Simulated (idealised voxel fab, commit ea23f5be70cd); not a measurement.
process module | voxel ribs on slabs
cross-section cut | 150 nm wide | cells 5 nm
A cross-section is a grid of square cells, given in bands from the top down. A band is one or more rows of cells.
Each band's line starts with the height of the band's top and of its bottom, in nm. Then come its materials from left to right, each with its width in nm. One material with "throughout" fills the band from edge to edge. "air" is empty space.
Height 0 is the level under which the wafer as received is all one material. The lowest band goes on downwards, as in "0 down".
A width such as "30 to 40" changes by the same amount from each row of cells to the next, from the band's top row to its bottom row.
"no change" after a step means that no cell of the cross-section changed.
closed voids: empty space of 8 cells or more with no open way to the top, each as width x height at its distance from the left edge, in nm
after a step's settings: what the simulator itself notes on the step
overlay nm, on a step with a mask: how far to the right of its planned place the mask lay; to the left if negative
plan
1 op RECEIVE | material Si
2 op DIRECTIONAL_DEP | material SiO2 | thk nm 30
3 op DIRECTIONAL_DEP | material polySi | thk nm 20
4 op DIRECTIONAL_DEP | material aC | thk nm 15
5 op PATTERN | tone cover | mask id RIB | material resist | width nm 20 | thk nm 30 | overlay nm 0
6 op DIRECTIONAL_ETCH | etch materials aC | depth nm 15
7 op STRIP | etch materials resist
8 op DIRECTIONAL_ETCH | etch materials polySi | depth nm 15
9 op STRIP | etch materials aC
10 op PATTERN | tone cover | mask id SLAB | material resist | width nm 60 | thk nm 15 | overlay nm 0
11 op DIRECTIONAL_ETCH | etch materials polySi | depth nm 5
12 op STRIP | etch materials resist
13 op FILL_DEP | material SiO2 | thk nm 25
14 op CMP | height nm 65
15 op DIRECTIONAL_DEP | material W | thk nm 5
16 op PATTERN | tone cover | mask id HEATER | material resist | width nm 20 | thk nm 15 | overlay nm 0
17 op DIRECTIONAL_ETCH | etch materials W | depth nm 5
18 op STRIP | etch materials resist
19 op CONFORMAL_DEP | material SiO2 | thk nm 5
varied across the wafers: width nm of step 16. The plan shows the first wafer's value. All wafers start alike
first wafer as received, after step 1
  0 down: Si throughout
  closed voids: none
first wafer at the end, after step 19
  75 to 70: air 60 | SiO2 30 | air 60
  70 to 65: SiO2 65 | W 20 | SiO2 65
  65 to 50: SiO2 throughout
  50 to 35: SiO2 65 | polySi 20 | SiO2 65
  35 to 30: SiO2 45 | polySi 60 | SiO2 45
  30 to 0: SiO2 throughout
  0 down: Si throughout
  closed voids: none
last wafer at the end
  75 to 70: air 50 | SiO2 55 | air 45
  70 to 65: SiO2 55 | W 45 | SiO2 50
  65 to 50: SiO2 throughout
  50 to 35: SiO2 65 | polySi 20 | SiO2 65
  35 to 30: SiO2 45 | polySi 60 | SiO2 45
  30 to 0: SiO2 throughout
  0 down: Si throughout
  closed voids: none
each wafer at the end: cells of each material gained (+) or lost (-) since it was received, then its closed voids
width nm 20 | +398 SiO2 | +4 W | +24 polySi | closed voids: none
width nm 25 | +398 SiO2 | +5 W | +24 polySi | closed voids: none
width nm 30 | +398 SiO2 | +6 W | +24 polySi | closed voids: none
width nm 35 | +398 SiO2 | +7 W | +24 polySi | closed voids: none
width nm 40 | +398 SiO2 | +8 W | +24 polySi | closed voids: none
width nm 45 | +398 SiO2 | +9 W | +24 polySi | closed voids: none
